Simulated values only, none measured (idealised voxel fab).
process module | voxel transistor to metal
cross-section cut | 300 nm wide | cells 5 nm
A cross-section is a grid of square cells, given in bands from the top down. A band is one or more rows of cells.
Each band's line starts with the height of the band's top and of its bottom, in nm. Then come its materials from left to right, each with its width in nm. One material with "throughout" fills the band from edge to edge. "air" is empty space.
Height 0 is the level under which the wafer as received is all one material. The lowest band goes on downwards, as in "0 down".
A width such as "30 to 40" changes by the same amount from each row of cells to the next, from the band's top row to its bottom row.
"no change" after a step means that no cell of the cross-section changed.
closed voids: empty space of 8 cells or more with no open way to the top, each as width x height at its distance from the left edge, in nm
after a step's settings: what the simulator itself notes on the step
overlay nm, on a step with a mask: how far to the right of its planned place the mask lay; to the left if negative
plan
1 op RECEIVE | material Si
2 op CONFORMAL_DEP | material SiO2 | thk nm 5
3 op CONFORMAL_DEP | material SiN | thk nm 10
4 op DIRECTIONAL_DEP | material aC | thk nm 15
5 op PATTERN | tone cover | mask id ACTIVE | material resist | width nm 105 | pitch nm 135 | thk nm 30 | overlay nm 0
6 op DIRECTIONAL_ETCH | etch materials aC | depth nm 15
7 op STRIP | etch materials resist
8 op DIRECTIONAL_ETCH | etch materials SiN | depth nm 10
9 op DIRECTIONAL_ETCH | etch materials SiO2 | depth nm 5
10 op DIRECTIONAL_ETCH | etch materials Si | depth nm 35
11 op STRIP | etch materials aC
12 op FILL_DEP | material SiO2 | thk nm 15
13 op CMP | height nm 15
14 op SELECTIVE_ETCH | etch materials SiO2 | depth nm 5
15 op STRIP | etch materials SiN
16 op SELECTIVE_ETCH | etch materials SiO2 | depth nm 5
17 op OXIDIZE | depth nm 5
18 op DIRECTIONAL_DEP | material polySi | thk nm 20
19 op DIRECTIONAL_DEP | material SiCN | thk nm 15
20 op DIRECTIONAL_DEP | material aC | thk nm 15
21 op PATTERN | tone cover | mask id GATE | material resist | width nm 25 | pitch nm 135 | thk nm 30 | overlay nm 0
22 op DIRECTIONAL_ETCH | etch materials aC | depth nm 15
23 op STRIP | etch materials resist
24 op DIRECTIONAL_ETCH | etch materials SiCN | depth nm 25
25 op DIRECTIONAL_ETCH | etch materials polySi | depth nm 30
26 op STRIP | etch materials aC
27 op CONFORMAL_DEP | material SiO2 | thk nm 5
28 op DIRECTIONAL_ETCH | etch materials SiO2 | depth nm 5
29 op CONFORMAL_DEP | material SiN | thk nm 5
30 op DIRECTIONAL_ETCH | etch materials SiN | depth nm 5
31 op DIRECTIONAL_ETCH | etch materials SiO2 | depth nm 5
32 op DIRECTIONAL_ETCH | etch materials Si | depth nm 15
33 op EPI | material nSi | thk nm 15
34 op FILL_DEP | material SiO2 | thk nm 10
35 op CMP | height nm 35
36 op DIRECTIONAL_DEP | material SiO2 | thk nm 15
37 op PATTERN | tone open | mask id CONTACT | material resist | width nm 20 | thk nm 15 | overlay nm 0
38 op DIRECTIONAL_ETCH | etch materials SiO2 | depth nm 40
39 op STRIP | etch materials resist
40 op CONFORMAL_DEP | material TiN | thk nm 5
41 op FILL_DEP | material W | thk nm 5
42 op CMP | height nm 50
43 op CONFORMAL_DEP | material SiCN | thk nm 5
44 op DIRECTIONAL_DEP | material SiO2 | thk nm 25
45 op PATTERN | tone open | mask id METAL_1 | material resist | width nm 20 | thk nm 15 | overlay nm 0
46 op DIRECTIONAL_ETCH | etch materials SiO2 | depth nm 25
47 op DIRECTIONAL_ETCH | etch materials SiCN | depth nm 5
48 op STRIP | etch materials resist
49 op CONFORMAL_DEP | material TiN | thk nm 5
50 op FILL_DEP | material W | thk nm 10
51 op CMP | height nm 80
52 op CONFORMAL_DEP | material SiCN | thk nm 5
as received, after step 1
  0 down: Si throughout
  closed voids: none
a wafer at the end: this start, this plan, one mistake
  85 to 80: SiCN throughout
  80 to 55: SiO2 35 | TiN 5 | W 10 | TiN 5 | SiO2 55 | TiN 5 | W 10 | TiN 5 | SiO2 40 | TiN 5 | W 10 | TiN 5 | SiO2 55 | TiN 5 | W 10 | TiN 5 | SiO2 35
  55 to 50: SiCN 35 | TiN 20 | SiCN 55 | TiN 20 | SiCN 40 | TiN 20 | SiCN 55 | TiN 20 | SiCN 35
  50 to 35: SiO2 35 | TiN 5 | W 10 | TiN 5 | SiO2 55 | TiN 5 | W 10 | TiN 5 | SiO2 40 | TiN 5 | W 10 | TiN 5 | SiO2 55 | TiN 5 | W 10 | TiN 5 | SiO2 35
  35 to 20: SiO2 35 | TiN 5 | W 10 | TiN 5 | SiO2 5 | SiN 5 | SiO2 5 | SiCN 25 | SiO2 5 | SiN 5 | SiO2 5 | TiN 5 | W 10 | TiN 5 | SiO2 40 | TiN 5 | W 10 | TiN 5 | SiO2 5 | SiN 5 | SiO2 5 | SiCN 25 | SiO2 5 | SiN 5 | SiO2 5 | TiN 5 | W 10 | TiN 5 | SiO2 35
  20 to 15: SiO2 35 | TiN 5 | W 10 | TiN 5 | SiO2 5 | SiN 5 | SiO2 5 | polySi 25 | SiO2 5 | SiN 5 | SiO2 5 | TiN 5 | W 10 | TiN 5 | SiO2 40 | TiN 5 | W 10 | TiN 5 | SiO2 5 | SiN 5 | SiO2 5 | polySi 25 | SiO2 5 | SiN 5 | SiO2 5 | TiN 5 | W 10 | TiN 5 | SiO2 35
  15 to 10: SiO2 35 | TiN 20 | SiO2 5 | SiN 5 | SiO2 5 | polySi 25 | SiO2 5 | SiN 5 | SiO2 5 | TiN 20 | SiO2 40 | TiN 20 | SiO2 5 | SiN 5 | SiO2 5 | polySi 25 | SiO2 5 | SiN 5 | SiO2 5 | TiN 20 | SiO2 35
  10 to 5: SiO2 60 | SiN 5 | SiO2 5 | polySi 25 | SiO2 5 | SiN 5 | SiO2 90 | SiN 5 | SiO2 5 | polySi 25 | SiO2 5 | SiN 5 | SiO2 60
  5 to 0: SiO2 30 | SiN 5 | nSi 10 | SiO2 5 | nSi 10 | SiN 5 | SiO2 5 | polySi 25 | SiO2 5 | SiN 5 | nSi 10 | SiO2 5 | nSi 10 | SiN 5 | SiO2 30 | SiN 5 | nSi 10 | SiO2 5 | nSi 10 | SiN 5 | SiO2 5 | polySi 25 | SiO2 5 | SiN 5 | nSi 10 | SiO2 5 | nSi 10 | SiN 5 | SiO2 30
  0 to -5: SiO2 35 | nSi 10 | SiO2 5 | nSi 10 | SiO2 45 | nSi 10 | SiO2 5 | nSi 10 | SiO2 40 | nSi 10 | SiO2 5 | nSi 10 | SiO2 45 | nSi 10 | SiO2 5 | nSi 10 | SiO2 35
  -5 to -10: SiO2 30 | Si 5 | nSi 10 | SiO2 5 | nSi 10 | Si 45 | nSi 10 | SiO2 5 | nSi 10 | Si 5 | SiO2 30 | Si 5 | nSi 10 | SiO2 5 | nSi 10 | Si 45 | nSi 10 | SiO2 5 | nSi 10 | Si 5 | SiO2 30
  -10 to -20: SiO2 30 | Si 5 | nSi 25 | Si 45 | nSi 25 | Si 5 | SiO2 30 | Si 5 | nSi 25 | Si 45 | nSi 25 | Si 5 | SiO2 30
  -20 to -35: SiO2 30 | Si 105 | SiO2 30 | Si 105 | SiO2 30
  -35 down: Si throughout
  closed voids: none
what went wrong: step 33 ran as: op EPI | material nSi | thk nm 10
